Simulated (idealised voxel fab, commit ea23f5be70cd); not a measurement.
process module | voxel air gaps
cross-section cut | 295 nm wide | cells 5 nm
A cross-section is a grid of square cells, given in bands from the top down. A band is one or more rows of cells.
Each band's line starts with the height of the band's top and of its bottom, in nm. Then come its materials from left to right, each with its width in nm. One material with "throughout" fills the band from edge to edge. "air" is empty space.
Height 0 is the level under which the wafer as received is all one material. The lowest band goes on downwards, as in "0 down".
A width such as "30 to 40" changes by the same amount from each row of cells to the next, from the band's top row to its bottom row.
"no change" after a step means that no cell of the cross-section changed.
closed voids: empty space of 8 cells or more with no open way to the top, each as width x height at its distance from the left edge, in nm
after a step's settings: what the simulator itself notes on the step
overlay nm, on a step with a mask: how far to the right of its planned place the mask lay; to the left if negative
plan
1 op RECEIVE | material Si
2 op CONFORMAL_DEP | material SiO2 | thk nm 15
3 op CONFORMAL_DEP | material SiCN | thk nm 5
4 op DIRECTIONAL_DEP | material lowk | thk nm 40
5 op MASKED_ETCH | tone open | mask id LINES | width nm 20 | pitch nm 50 | etch materials lowk | depth nm 40 | overlay nm 0
6 op CONFORMAL_DEP | material TiN | thk nm 5
7 op FILL_DEP | material W | thk nm 5
8 op CMP | height nm 60
9 op EPI | material Ru | thk nm 10
10 op SELECTIVE_ETCH | etch materials lowk | depth nm 50
11 op CONFORMAL_DEP | material SiCN | thk nm 5
as received, after step 1
  0 down: Si throughout
  closed voids: none
a wafer at the end: this start, this plan, one mistake
  75 to 70: air 45 | SiCN 200 | air 50
  70 to 60: air 45 | SiCN 5 | Ru 40 | SiCN 10 | Ru 40 | SiCN 10 | Ru 40 | SiCN 10 | Ru 40 | SiCN 5 | air 50
  60 to 55: air 45 | SiCN 15 | TiN 5 | W 10 | TiN 5 | SiCN 30 | TiN 5 | W 10 | TiN 5 | SiCN 30 | TiN 5 | W 10 | TiN 5 | SiCN 30 | TiN 5 | W 10 | TiN 5 | SiCN 15 | air 50
  55 to 40: air 55 | SiCN 5 | TiN 5 | W 10 | TiN 5 | SiCN 5 | air 20 | SiCN 5 | TiN 5 | W 10 | TiN 5 | SiCN 5 | air 20 | SiCN 5 | TiN 5 | W 10 | TiN 5 | SiCN 5 | air 20 | SiCN 5 | TiN 5 | W 10 | TiN 5 | SiCN 5 | air 60
  40 to 35: SiCN 60 | TiN 20 | SiCN 30 | TiN 20 | SiCN 30 | TiN 20 | SiCN 30 | TiN 20 | SiCN 65
  35 to 30: SiCN throughout
  30 to 0: SiO2 throughout
  0 down: Si throughout
  closed voids: 20 x 15 at 85; 20 x 15 at 135; 20 x 15 at 185
what went wrong: step 2 was run twice
